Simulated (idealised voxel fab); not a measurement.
A process module follows: voxel wiring stack.
180 nm wide, 5 nm square cells: that's cross-section cut.
Cross-section = grid of square cells, listed top down in bands; band = one or more rows.
Band entry format. Leading values: height of top, height of bottom, nm. Remainder: materials in left-to-right order, each with its width in nm. Special words: "throughout" on a single material, which then fills the band edge to edge; "air", empty space.
Convention: height 0 is the level below which the wafer, as received, is all one material. The lowest band does not terminate at the bottom but continues downward, represented as "0 and below".
Width spec "30..40" -> top row of cells at first value, bottom row at second value, equal per-row change in between.
When a step is marked "no modification", none of the cells in the cross-section changed during that step.
Under "Closed void listing" you'll find the enclosed gaps, the ones with no way out to the top, that are 8 cells or bigger; each reads width x height at distance, with distance counted from the left edge, everything in nm.
It should be noted that, on the line of a given step, the content following the step's settings is a remark produced by the simulator itself with respect to that step.
overlay nm: mask offset rightward from planned place, masked step; negative means leftward offset.
## Intended process steps
1: RECEIVE, material Si
2: CONFORMAL_DEP, material SiO2, thk nm 10
3: DIRECTIONAL_DEP, material TiN, thk nm 5
4: DIRECTIONAL_DEP, material W, thk nm 20
5: MASKED_ETCH, tone cover, mask id METAL_1, width nm 25, pitch nm 45, etch materials W, depth nm 20, overlay nm 0
6: MASKED_ETCH, tone cover, mask id METAL_1, width nm 25, pitch nm 45, etch materials TiN, depth nm 5, overlay nm 0
7: FILL_DEP, material SiO2, thk nm 5
8: CMP, height nm 35
9: CONFORMAL_DEP, material SiCN, thk nm 5
10: DIRECTIONAL_DEP, material lowk, thk nm 25
11: DIRECTIONAL_DEP, material aC, thk nm 15
12: PATTERN, tone open, mask id METAL_2_HOLES, material resist, width nm 15, pitch nm 45, thk nm 30, overlay nm 0
13: DIRECTIONAL_ETCH, etch materials aC, depth nm 15
14: STRIP, etch materials resist
15: DIRECTIONAL_ETCH, etch materials lowk, depth nm 25
16: STRIP, etch materials aC
17: PATTERN, tone open, mask id METAL_2, material resist, width nm 25, pitch nm 45, thk nm 15, overlay nm 0
18: DIRECTIONAL_ETCH, etch materials lowk, depth nm 15
19: DIRECTIONAL_ETCH, etch materials SiCN, depth nm 5
20: STRIP, etch materials resist
21: CONFORMAL_DEP, material TiN, thk nm 5
22: FILL_DEP, material Cu, thk nm 10
23: CMP, height nm 65
24: CONFORMAL_DEP, material SiCN, thk nm 5
25: DIRECTIONAL_DEP, material SiO2, thk nm 25
26: MASKED_ETCH, tone open, mask id METAL_3_HOLES, width nm 15, pitch nm 45, etch materials SiO2, depth nm 25, overlay nm 0
27: DIRECTIONAL_DEP, material aC, thk nm 15
28: PATTERN, tone open, mask id METAL_3, material resist, width nm 25, pitch nm 45, thk nm 30, overlay nm 0
29: DIRECTIONAL_ETCH, etch materials aC, depth nm 15
30: STRIP, etch materials resist
31: DIRECTIONAL_ETCH, etch materials SiO2, depth nm 15
32: DIRECTIONAL_ETCH, etch materials SiCN, depth nm 5
33: STRIP, etch materials aC
34: CONFORMAL_DEP, material TiN, thk nm 5
35: FILL_DEP, material Cu, thk nm 5
36: CMP, height nm 95
37: CONFORMAL_DEP, material SiCN, thk nm 5
## This is the cross-section of the wafer as we received it, i.e. after step 1
> 0 and below: Si throughout
> Closed void listing: none
## Module complete, cross-section. Starting point and plan per above. One mistake made in running the module
> 100 down to 95: SiCN throughout
> 95 down to 85: SiO2 55 nm  TiN 5 nm  Cu 15 nm  TiN 5 nm  SiO2 20 nm  TiN 5 nm  Cu 15 nm  TiN 5 nm  SiO2 55 nm
> 85 down to 80: SiO2 55 nm  TiN 5 nm  Cu 5 nm  TiN 15 nm  SiO2 20 nm  TiN 5 nm  Cu 5 nm  TiN 15 nm  SiO2 55 nm
> 80 down to 70: SiO2 55 nm  TiN 5 nm  Cu 5 nm  TiN 5 nm  SiO2 30 nm  TiN 5 nm  Cu 5 nm  TiN 5 nm  SiO2 65 nm
> 70 down to 65: SiCN 55 nm  TiN 15 nm  SiCN 30 nm  TiN 15 nm  SiCN 65 nm
> 65 down to 55: lowk 55 nm  TiN 5 nm  Cu 15 nm  TiN 5 nm  lowk 20 nm  TiN 5 nm  Cu 15 nm  TiN 5 nm  lowk 55 nm
> 55 down to 50: lowk 55 nm  TiN 5 nm  Cu 5 nm  TiN 15 nm  lowk 20 nm  TiN 5 nm  Cu 5 nm  TiN 15 nm  lowk 55 nm
> 50 down to 40: lowk 55 nm  TiN 5 nm  Cu 5 nm  TiN 5 nm  lowk 30 nm  TiN 5 nm  Cu 5 nm  TiN 5 nm  lowk 65 nm
> 40 down to 35: SiCN 55 nm  TiN 15 nm  SiCN 30 nm  TiN 15 nm  SiCN 65 nm
> 35 down to 15: SiO2 55 nm  W 25 nm  SiO2 20 nm  W 25 nm  SiO2 55 nm
> 15 down to 10: SiO2 55 nm  TiN 35 nm  SiO2 10 nm  TiN 35 nm  SiO2 45 nm
> 10 down to 0: SiO2 throughout
> 0 and below: Si throughout
> Closed void listing: none
The plan and the run diverged here: the process deviated at step 6: the operation and settings actually run there were MASKED_ETCH, tone cover, mask id METAL_1, width nm 25, pitch nm 45, etch materials TiN, depth nm 5, overlay nm 10
